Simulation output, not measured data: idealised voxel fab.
voxel self aligned contacts: a process module
FYI the section here is cut, 230 nm wide, cells are 5 nm squares.
Notation: cross-section as square-cell grid; stated in bands, top first, going down; one or more cell rows per band.
For a band, the entry starts with two heights in nm, that of the top and then that of the bottom, and carries on with the band's materials in order from left to right, each alongside its width in nm; the word "throughout" beside a single material means it fills the band edge to edge, and "empty" means empty space.
Height reference: 0 = level under which incoming wafer is all one material. Lowest band: no bottom, runs on downward, e.g. "0 and below".
Graded width ("30..40"): value in top row of band = first number; value in bottom row = second number; row-to-row change constant.
Given "nothing altered" for a step, no cell of the cross-section differs between before and after that step.
The entry "Closed void catalog" lists the empty spaces that cover at least 8 cells and have no open path to the top. Each is written as width x height at distance, where the distance is measured from the left edge and all three values are in nm.
The remark found on a step's line after its settings is issued by the simulator itself and pertains to that step.
If you see "overlay nm" on a step's line and that step has a mask, it's telling you how far right of where it was planned the mask ended up; a negative number means it went left instead.

Below is the list of planned process steps
1) RECEIVE: material Si
2) OXIDIZE: depth nm 5
3) DIRECTIONAL_DEP: material polySi, thk nm 20
4) DIRECTIONAL_DEP: material SiN, thk nm 25
5) MASKED_ETCH: tone cover, mask id GATE, width nm 35, pitch nm 75, etch materials SiN, depth nm 25, overlay nm 0
6) MASKED_ETCH: tone cover, mask id GATE, width nm 35, pitch nm 75, etch materials polySi, depth nm 20, overlay nm 0
7) CONFORMAL_DEP: material SiN, thk nm 10
8) DIRECTIONAL_ETCH: etch materials SiN, depth nm 10
9) FILL_DEP: material SiO2, thk nm 15
10) CMP: height nm 50
11) DIRECTIONAL_DEP: material aC, thk nm 10
12) PATTERN: tone open, mask id CONTACT, material resist, width nm 60, pitch nm 75, thk nm 30, overlay nm 0
13) DIRECTIONAL_ETCH: etch materials aC, depth nm 10
14) STRIP: etch materials resist
15) DIRECTIONAL_ETCH: etch materials SiO2, depth nm 55
16) STRIP: etch materials aC
17) CONFORMAL_DEP: material TiN, thk nm 5
18) FILL_DEP: material Ru, thk nm 10
19) CMP: height nm 50
20) CONFORMAL_DEP: material SiCN, thk nm 5

Account of the first of two wafers, which was processed as intended

Cross-section of the wafer upon arrival, representing the state reached after step 1
    0 and below: Si throughout
    Closed void catalog: none

Presented here is a cross-section of the wafer after step 2 has been performed
    0 down to -5: SiO2 throughout
    Below -5, no change.

Presented here is a cross-section of the wafer after step 3 has been performed
    20 down to 0: polySi throughout
    Below 0, no change.

Presented here is a cross-section of the wafer after step 4 has been performed
    45 down to 20: SiN throughout
    Below 20, no change.

Presented here is a cross-section of the wafer after step 5 has been performed
    45 down to 20: empty 20  SiN 35  empty 40  SiN 35  empty 40  SiN 35  empty 25
    Below 20, no change.

Presented here is a cross-section of the wafer after step 6 has been performed
    45 down to 20: empty 20  SiN 35  empty 40  SiN 35  empty 40  SiN 35  empty 25
    20 down to 0: empty 20  polySi 35  empty 40  polySi 35  empty 40  polySi 35  empty 25
    Below 0, no change.

Presented here is a cross-section of the wafer after step 7 has been performed
    55 down to 20: empty 10  SiN 55  empty 20  SiN 55  empty 20  SiN 55  empty 15
    20 down to 10: empty 10  SiN 10  polySi 35  SiN 10  empty 20  SiN 10  polySi 35  SiN 10  empty 20  SiN 10  polySi 35  SiN 10  empty 15
    10 down to 0: SiN 20  polySi 35  SiN 40  polySi 35  SiN 40  polySi 35  SiN 25
    Below 0, no change.

Presented here is a cross-section of the wafer after step 8 has been performed
    45 down to 20: empty 10  SiN 55  empty 20  SiN 55  empty 20  SiN 55  empty 15
    20 down to 0: empty 10  SiN 10  polySi 35  SiN 10  empty 20  SiN 10  polySi 35  SiN 10  empty 20  SiN 10  polySi 35  SiN 10  empty 15
    Below 0, no change.

Presented here is a cross-section of the wafer after step 9 has been performed
    60 down to 45: SiO2 throughout
    45 down to 20: SiO2 10  SiN 55  SiO2 20  SiN 55  SiO2 20  SiN 55  SiO2 15
    20 down to 0: SiO2 10  SiN 10  polySi 35  SiN 10  SiO2 20  SiN 10  polySi 35  SiN 10  SiO2 20  SiN 10  polySi 35  SiN 10  SiO2 15
    Below 0, no change.

Presented here is a cross-section of the wafer after step 10 has been performed
    50 down to 45: SiO2 throughout
    Below 45, no change.

Presented here is a cross-section of the wafer after step 11 has been performed
    60 down to 50: aC throughout
    Below 50, no change.

Presented here is a cross-section of the wafer after step 12 has been performed
    90 down to 60: resist 45  empty 60  resist 15  empty 60  resist 50
    Below 60, no change.

Presented here is a cross-section of the wafer after step 13 has been performed
    80 down to 60: resist 45  empty 60  resist 15  empty 60  resist 50
    60 down to 50: aC 45  empty 60  aC 15  empty 60  aC 50
    Below 50, no change.

Presented here is a cross-section of the wafer after step 14 has been performed
    60 down to 50: aC 45  empty 60  aC 15  empty 60  aC 50
    Below 50, no change.

Presented here is a cross-section of the wafer after step 15 has been performed
    60 down to 50: aC 45  empty 60  aC 15  empty 60  aC 50
    50 down to 45: SiO2 45  empty 60  SiO2 15  empty 60  SiO2 50
    45 down to 20: SiO2 10  SiN 55  empty 20  SiN 55  empty 20  SiN 55  SiO2 15
    20 down to 0: SiO2 10  SiN 10  polySi 35  SiN 10  empty 20  SiN 10  polySi 35  SiN 10  empty 20  SiN 10  polySi 35  SiN 10  SiO2 15
    0 down to -5: SiO2 65  empty 20  SiO2 55  empty 20  SiO2 70
    Below -5, no change.

Presented here is a cross-section of the wafer after step 16 has been performed
    50 down to 45: SiO2 45  empty 60  SiO2 15  empty 60  SiO2 50
    Below 45, no change.

Presented here is a cross-section of the wafer after step 17 has been performed
    55 down to 50: TiN 50  empty 50  TiN 25  empty 50  TiN 55
    50 down to 45: SiO2 45  TiN 25  empty 10  TiN 25  SiO2 15  TiN 25  empty 10  TiN 25  SiO2 50
    45 down to 20: SiO2 10  SiN 55  TiN 5  empty 10  TiN 5  SiN 55  TiN 5  empty 10  TiN 5  SiN 55  SiO2 15
    20 down to 0: SiO2 10  SiN 10  polySi 35  SiN 10  TiN 5  empty 10  TiN 5  SiN 10  polySi 35  SiN 10  TiN 5  empty 10  TiN 5  SiN 10  polySi 35  SiN 10  SiO2 15
    0 down to -5: SiO2 65  TiN 20  SiO2 55  TiN 20  SiO2 70
    Below -5, no change.

Presented here is a cross-section of the wafer after step 18 has been performed
    65 down to 55: Ru throughout
    55 down to 50: TiN 50  Ru 50  TiN 25  Ru 50  TiN 55
    50 down to 45: SiO2 45  TiN 25  Ru 10  TiN 25  SiO2 15  TiN 25  Ru 10  TiN 25  SiO2 50
    45 down to 20: SiO2 10  SiN 55  TiN 5  Ru 10  TiN 5  SiN 55  TiN 5  Ru 10  TiN 5  SiN 55  SiO2 15
    20 down to 0: SiO2 10  SiN 10  polySi 35  SiN 10  TiN 5  Ru 10  TiN 5  SiN 10  polySi 35  SiN 10  TiN 5  Ru 10  TiN 5  SiN 10  polySi 35  SiN 10  SiO2 15
    Below 0, no change.

Presented here is a cross-section of the wafer after step 19 has been performed
    50 down to 45: SiO2 45  TiN 25  Ru 10  TiN 25  SiO2 15  TiN 25  Ru 10  TiN 25  SiO2 50
    Below 45, no change.

Presented here is a cross-section of the wafer after step 20 has been performed
    55 down to 50: SiCN throughout
    Below 50, no change.

Second wafer, same starting conditions and recipe as the first, one mistake in executing it, nothing differs from the first up to and including step 19

X-section, second wafer, when step 20 was due to finish
    55 down to 50: polySi throughout
    Below 50, no change.
Misprocessing identified: step 20 ran as: CONFORMAL_DEP: material polySi, thk nm 5
Final tally in cells, some materials are higher or lower on the second wafer than on the first: SiCN: 46 fewer; polySi: 46 more
